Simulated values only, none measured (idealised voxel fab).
Proc. module: voxel tone inversion
Square cells of 5 nm make up the cross-section cut, whose width is 200 nm.
Throughout this document, each cross-section is represented as a grid of square cells and is presented as a sequence of bands enumerated from the top downward, where a band comprises one or more rows of cells.
Top height, bottom height, nm. Materials left to right, width each, nm. Single material + "throughout" = fills band edge to edge. "air" = empty.
Height is counted from the level 0, under which the received wafer is composed throughout of one material. The lowest of the bands is not closed at the bottom but continues downward, in the notation "z 0 and below".
A width such as "30 to 40" changes by the same amount from each row of cells to the next, from the band's top row to its bottom row.
"no alterations made" (step): cross-section cells unchanged, all of them.
"Closed internal cavities" lists enclosed empty spaces (at least 8 cells, no open path upward to the top), each as width x height at distance from the left edge, in nm.
What comes after the settings on a step's line is commentary from the simulator itself on that step.
A step's line can hold "overlay nm"; with a mask on that step, the setting says how far right of the planned place the mask lay, while a negative setting says it lay to the left.

Steps in the process plan:
step 1: RECEIVE | material Si
step 2: CONFORMAL_DEP | material SiCN | thk nm 10
step 3: DIRECTIONAL_DEP | material polySi | thk nm 15
step 4: PATTERN | tone cover | mask id POSTS | material resist | width nm 25 | pitch nm 55 | thk nm 25 | overlay nm 0
step 5: DIRECTIONAL_ETCH | etch materials polySi | depth nm 15
step 6: STRIP | etch materials resist
step 7: FILL_DEP | material lowk | thk nm 5
step 8: CMP | height nm 25
step 9: STRIP | etch materials polySi
step 10: CONFORMAL_DEP | material TiN | thk nm 5
step 11: FILL_DEP | material Ru | thk nm 10
step 12: CMP | height nm 25
step 13: CONFORMAL_DEP | material SiN | thk nm 5

The following pertains to the first of two wafers, which was processed as planned:

Step 1 complete: cross-section of the wafer as received:
	z 0 and below: Si throughout
	Closed internal cavities: none

Take a look at the wafer's cross-section after step 2:
	z 10 to 0: SiCN throughout
	Unchanged below 0.

Take a look at the wafer's cross-section after step 3:
	z 25 to 10: polySi throughout
	Unchanged below 10.

Take a look at the wafer's cross-section after step 4:
	z 50 to 25: air: 30 | resist: 25 | air: 30 | resist: 25 | air: 30 | resist: 25 | air: 35
	Unchanged below 25.

Take a look at the wafer's cross-section after step 5:
	z 50 to 25: air: 30 | resist: 25 | air: 30 | resist: 25 | air: 30 | resist: 25 | air: 35
	z 25 to 10: air: 30 | polySi: 25 | air: 30 | polySi: 25 | air: 30 | polySi: 25 | air: 35
	Unchanged below 10.

Take a look at the wafer's cross-section after step 6:
	z 25 to 10: air: 30 | polySi: 25 | air: 30 | polySi: 25 | air: 30 | polySi: 25 | air: 35
	Unchanged below 10.

Take a look at the wafer's cross-section after step 7:
	z 30 to 25: lowk throughout
	z 25 to 10: lowk: 30 | polySi: 25 | lowk: 30 | polySi: 25 | lowk: 30 | polySi: 25 | lowk: 35
	Unchanged below 10.

Take a look at the wafer's cross-section after step 8:
	z 25 to 10: lowk: 30 | polySi: 25 | lowk: 30 | polySi: 25 | lowk: 30 | polySi: 25 | lowk: 35
	Unchanged below 10.

Take a look at the wafer's cross-section after step 9:
	z 25 to 10: lowk: 30 | air: 25 | lowk: 30 | air: 25 | lowk: 30 | air: 25 | lowk: 35
	Unchanged below 10.

Take a look at the wafer's cross-section after step 10:
	z 30 to 25: TiN: 35 | air: 15 | TiN: 40 | air: 15 | TiN: 40 | air: 15 | TiN: 40
	z 25 to 15: lowk: 30 | TiN: 5 | air: 15 | TiN: 5 | lowk: 30 | TiN: 5 | air: 15 | TiN: 5 | lowk: 30 | TiN: 5 | air: 15 | TiN: 5 | lowk: 35
	z 15 to 10: lowk: 30 | TiN: 25 | lowk: 30 | TiN: 25 | lowk: 30 | TiN: 25 | lowk: 35
	Unchanged below 10.

Take a look at the wafer's cross-section after step 11:
	z 40 to 30: Ru throughout
	z 30 to 25: TiN: 35 | Ru: 15 | TiN: 40 | Ru: 15 | TiN: 40 | Ru: 15 | TiN: 40
	z 25 to 15: lowk: 30 | TiN: 5 | Ru: 15 | TiN: 5 | lowk: 30 | TiN: 5 | Ru: 15 | TiN: 5 | lowk: 30 | TiN: 5 | Ru: 15 | TiN: 5 | lowk: 35
	Unchanged below 15.

Take a look at the wafer's cross-section after step 12:
	z 25 to 15: lowk: 30 | TiN: 5 | Ru: 15 | TiN: 5 | lowk: 30 | TiN: 5 | Ru: 15 | TiN: 5 | lowk: 30 | TiN: 5 | Ru: 15 | TiN: 5 | lowk: 35
	Unchanged below 15.

Take a look at the wafer's cross-section after step 13:
	z 30 to 25: SiN throughout
	Unchanged below 25.

The second wafer began exactly as the first did and followed the same plan, but one mistake was made while running it; through step 3 inclusive, the two wafers are identical:

Here is the second wafer in cross-section at the point where step 4 of the plan should have been done:
	z 50 to 25: air: 30 | resist: 30 | air: 25 | resist: 30 | air: 25 | resist: 30 | air: 30
	Unchanged below 25.

Here is the second wafer in cross-section at the point where step 5 of the plan should have been done:
	z 50 to 25: air: 30 | resist: 30 | air: 25 | resist: 30 | air: 25 | resist: 30 | air: 30
	z 25 to 10: air: 30 | polySi: 30 | air: 25 | polySi: 30 | air: 25 | polySi: 30 | air: 30
	Unchanged below 10.

Here is the second wafer in cross-section at the point where step 6 of the plan should have been done:
	z 25 to 10: air: 30 | polySi: 30 | air: 25 | polySi: 30 | air: 25 | polySi: 30 | air: 30
	Unchanged below 10.

Here is the second wafer in cross-section at the point where step 7 of the plan should have been done:
	z 30 to 25: lowk throughout
	z 25 to 10: lowk: 30 | polySi: 30 | lowk: 25 | polySi: 30 | lowk: 25 | polySi: 30 | lowk: 30
	Unchanged below 10.

Here is the second wafer in cross-section at the point where step 8 of the plan should have been done:
	z 25 to 10: lowk: 30 | polySi: 30 | lowk: 25 | polySi: 30 | lowk: 25 | polySi: 30 | lowk: 30
	Unchanged below 10.

Here is the second wafer in cross-section at the point where step 9 of the plan should have been done:
	z 25 to 10: lowk: 30 | air: 30 | lowk: 25 | air: 30 | lowk: 25 | air: 30 | lowk: 30
	Unchanged below 10.

Here is the second wafer in cross-section at the point where step 10 of the plan should have been done:
	z 30 to 25: TiN: 35 | air: 20 | TiN: 35 | air: 20 | TiN: 35 | air: 20 | TiN: 35
	z 25 to 15: lowk: 30 | TiN: 5 | air: 20 | TiN: 5 | lowk: 25 | TiN: 5 | air: 20 | TiN: 5 | lowk: 25 | TiN: 5 | air: 20 | TiN: 5 | lowk: 30
	z 15 to 10: lowk: 30 | TiN: 30 | lowk: 25 | TiN: 30 | lowk: 25 | TiN: 30 | lowk: 30
	Unchanged below 10.

Here is the second wafer in cross-section at the point where step 11 of the plan should have been done:
	z 40 to 30: Ru throughout
	z 30 to 25: TiN: 35 | Ru: 20 | TiN: 35 | Ru: 20 | TiN: 35 | Ru: 20 | TiN: 35
	z 25 to 15: lowk: 30 | TiN: 5 | Ru: 20 | TiN: 5 | lowk: 25 | TiN: 5 | Ru: 20 | TiN: 5 | lowk: 25 | TiN: 5 | Ru: 20 | TiN: 5 | lowk: 30
	Unchanged below 15.

Here is the second wafer in cross-section at the point where step 12 of the plan should have been done:
	z 25 to 15: lowk: 30 | TiN: 5 | Ru: 20 | TiN: 5 | lowk: 25 | TiN: 5 | Ru: 20 | TiN: 5 | lowk: 25 | TiN: 5 | Ru: 20 | TiN: 5 | lowk: 30
	Unchanged below 15.

Here is the second wafer in cross-section at the point where step 13 of the plan should have been done:
	z 30 to 25: SiN throughout
	Unchanged below 25.
So what did we get wrong on this run? planned and actual differ for step 4; actual: PATTERN | tone cover | mask id POSTS | material resist | width nm 30 | pitch nm 55 | thk nm 25 | overlay nm 0
Per the end-of-run cell counts, the second wafer holds more or fewer of some materials than the first: Ru: 6 more; TiN: 3 more; lowk: 9 fewer
